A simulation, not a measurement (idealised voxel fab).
This is a process module. Its name is voxel plated lines.
Section shown: cut. Width: 245 nm. Cell size: 5 nm, square.
Format of a cross-section: grid, square cells. Given as bands. Order: top down. Band: one or more rows of cells.
Per band: top height and bottom height in nm, followed by the left-to-right materials and their widths in nm; "full width" marks a single material spanning edge to edge, "air" marks empty space.
Height is counted from the level 0, under which the received wafer is composed throughout of one material. The lowest of the bands is not closed at the bottom but continues downward, in the notation "0 -> down".
Note: "30->40" means the width goes from the first number (top row of the band) to the second number (bottom row) in equal steps per row of cells.
Basically "everything unchanged" means that step didn't change any cell in the cross-section.
In the "Enclosed void listing" entry, you get each enclosed empty space of 8 cells or more, one with no open way to the top, written width x height at distance, distance from the left edge, in nm.
The remark found on a step's line after its settings is issued by the simulator itself and pertains to that step.
When a step includes a mask, the "overlay nm" setting on its line states how far to the right of its planned place that mask lay, and negative values state how far to the left.
So here's the lineup of process steps we planned
step 1: RECEIVE [material Si]
step 2: CONFORMAL_DEP [material SiO2] [thk nm 5]
step 3: DIRECTIONAL_DEP [material TiN] [thk nm 5]
step 4: PATTERN [tone open] [mask id LINES] [material resist] [width nm 20] [pitch nm 35] [thk nm 40] [overlay nm -15]
step 5: EPI [material Ru] [thk nm 5]
step 6: EPI [material Ru] [thk nm 5]
step 7: EPI [material Ru] [thk nm 5]
step 8: STRIP [etch materials resist]
step 9: DIRECTIONAL_ETCH [etch materials TiN] [depth nm 5]
step 10: CONFORMAL_DEP [material SiCN] [thk nm 10]
Across this set of wafers, the varied parameter is the overlay nm of step 4. Starting conditions are identical for every wafer, and the plan reports the value assigned to the first wafer.
The first of several wafers as received, shown in cross-section; this is its state after step 1
> 0 -> down  Si full width
> Enclosed void listing: none
Heads up, this table goes wafer by wafer. A row tells you, at the end of the module, how many cells of each material that wafer has put on (+) or dropped (-) since it was received, and then its closed voids
overlay nm -15, +36 Ru, +138 SiCN, +49 SiO2, +12 TiN, Enclosed void listing: none
overlay nm -10, +36 Ru, +138 SiCN, +49 SiO2, +12 TiN, Enclosed void listing: none
overlay nm -5, +36 Ru, +138 SiCN, +49 SiO2, +12 TiN, Enclosed void listing: none
overlay nm 0, +36 Ru, +138 SiCN, +49 SiO2, +12 TiN, Enclosed void listing: none
overlay nm 5, +36 Ru, +138 SiCN, +49 SiO2, +12 TiN, Enclosed void listing: none
overlay nm 10, +36 Ru, +138 SiCN, +49 SiO2, +12 TiN, Enclosed void listing: none
overlay nm 15, +36 Ru, +138 SiCN, +49 SiO2, +12 TiN, Enclosed void listing: none
